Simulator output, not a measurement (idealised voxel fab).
The process module that follows is named voxel self aligned vias.
Section cut is 260 nm wide and gridded with 5 nm square cells.
In what follows, cross-sections appear as grids of square cells, described through bands that run from the top down, where every band is one or more rows of cells. It is stipulated that each band's entry specify, in nanometres, the height of the top of the band and then that of its bottom, followed by the materials of the band in left-to-right sequence, each together with its width in nanometres. A single material marked by the word "everywhere" is understood to fill the band from edge to edge; the word "empty" is understood to denote empty space. We count height from 0. Below that, the starting wafer is all one material. The lowest band never ends at the bottom but goes on down; see "0 -> down" for how that is written. A two-number width, for instance "30 to 40", indicates that the width is equal to the first number in the top row of the band and to the second number in the bottom row, and that it changes by a constant amount per row of cells. "no change" for a step: no cell of the cross-section changed in that step. The list in "Sealed voids" covers empty spaces of 8 cells or more that cannot reach the top through any open way, and it gives each as width x height at distance; the distance is from the left edge, and width, height and distance are in nm. Anything after a step's settings on that line? It's the simulator's own note about the step. "overlay nm" answers the question of how far to the right of plan the mask lay on a step that has a mask, and when it is negative the answer is to the left.

SO HERE'S THE LINEUP OF PROCESS STEPS WE PLANNED
1 RECEIVE | material Si
2 CONFORMAL_DEP | material SiO2 | thk nm 15
3 CONFORMAL_DEP | material SiCN | thk nm 5
4 DIRECTIONAL_DEP | material lowk | thk nm 25
5 DIRECTIONAL_DEP | material aC | thk nm 10
6 PATTERN | tone open | mask id LINES | material resist | width nm 30 | pitch nm 65 | thk nm 25 | overlay nm 0
7 DIRECTIONAL_ETCH | etch materials aC | depth nm 10
8 STRIP | etch materials resist
9 DIRECTIONAL_ETCH | etch materials lowk | depth nm 25
10 STRIP | etch materials aC
11 CONFORMAL_DEP | material TiN | thk nm 5
12 FILL_DEP | material W | thk nm 5
13 CMP | height nm 45
14 SELECTIVE_ETCH | etch materials W Ru TiN | depth nm 10
15 FILL_DEP | material SiN | thk nm 10
16 CMP | height nm 45
17 DIRECTIONAL_DEP | material lowk | thk nm 15
18 PATTERN | tone open | mask id VIAS | material resist | width nm 40 | pitch nm 65 | thk nm 15 | overlay nm 0
19 DIRECTIONAL_ETCH | etch materials lowk | depth nm 15
20 DIRECTIONAL_ETCH | etch materials SiN | depth nm 10
21 STRIP | etch materials resist
22 CONFORMAL_DEP | material TiN | thk nm 5
23 FILL_DEP | material Ru | thk nm 10
24 CMP | height nm 60
25 CONFORMAL_DEP | material SiCN | thk nm 5
Variable across wafers: step 18 width nm (plan value is that of the first wafer; starting state common to all).

AS-RECEIVED STATE AFTER STEP 1, FIRST OF SEVERAL WAFERS, CROSS-SECTION
0 -> down: Si everywhere
Sealed voids: none

FIRST OF SEVERAL WAFERS, SECTIONED AT END OF MODULE (LAST STEP: STEP 25)
65 -> 60: SiCN everywhere
60 -> 50: 75 nm lowk / 5 nm TiN / 30 nm Ru / 5 nm TiN / 25 nm lowk / 5 nm TiN / 30 nm Ru / 5 nm TiN / 80 nm lowk
50 -> 40: 75 to 80 nm lowk / 10 to 5 nm TiN / 20 nm Ru / 10 to 5 nm TiN / 25 to 35 nm lowk / 10 to 5 nm TiN / 20 nm Ru / 10 to 5 nm TiN / 80 to 85 nm lowk
40 -> 35: 80 nm lowk / 30 nm TiN / 35 nm lowk / 30 nm TiN / 85 nm lowk
35 -> 25: 80 nm lowk / 5 nm TiN / 20 nm W / 5 nm TiN / 35 nm lowk / 5 nm TiN / 20 nm W / 5 nm TiN / 85 nm lowk
25 -> 20: 80 nm lowk / 30 nm TiN / 35 nm lowk / 30 nm TiN / 85 nm lowk
20 -> 15: SiCN everywhere
15 -> 0: SiO2 everywhere
0 -> down: Si everywhere
Sealed voids: none

SHOWING THE LAST WAFER IN CROSS-SECTION AT THE END OF THE MODULE
65 -> 60: SiCN everywhere
60 -> 50: 70 nm lowk / 5 nm TiN / 40 nm Ru / 5 nm TiN / 15 nm lowk / 5 nm TiN / 40 nm Ru / 5 nm TiN / 75 nm lowk
50 -> 40: 70 to 80 nm lowk / 15 to 5 nm TiN / 20 nm Ru / 15 to 5 nm TiN / 15 to 35 nm lowk / 15 to 5 nm TiN / 20 nm Ru / 15 to 5 nm TiN / 75 to 85 nm lowk
40 -> 35: 80 nm lowk / 30 nm TiN / 35 nm lowk / 30 nm TiN / 85 nm lowk
35 -> 25: 80 nm lowk / 5 nm TiN / 20 nm W / 5 nm TiN / 35 nm lowk / 5 nm TiN / 20 nm W / 5 nm TiN / 85 nm lowk
25 -> 20: 80 nm lowk / 30 nm TiN / 35 nm lowk / 30 nm TiN / 85 nm lowk
20 -> 15: SiCN everywhere
15 -> 0: SiO2 everywhere
0 -> down: Si everywhere
Sealed voids: none

WHAT FOLLOWS IS A TABLE IN WHICH EACH WAFER OCCUPIES A ROW; FOR THE WAFER AS IT STANDS AT THE CLOSE OF THE MODULE, THE ROW STATES, MATERIAL BY MATERIAL, HOW MANY CELLS HAVE BEEN GAINED (+) OR LOST (-) SINCE RECEIPT, AND THEN GIVES ITS CLOSED VOIDS
width nm 40 | +40 Ru | +104 SiCN | +156 SiO2 | +52 TiN | +16 W | +308 lowk | Sealed voids: none
width nm 45 | +44 Ru | +104 SiCN | +156 SiO2 | +54 TiN | +16 W | +302 lowk | Sealed voids: none
width nm 50 | +48 Ru | +104 SiCN | +156 SiO2 | +56 TiN | +16 W | +296 lowk | Sealed voids: none
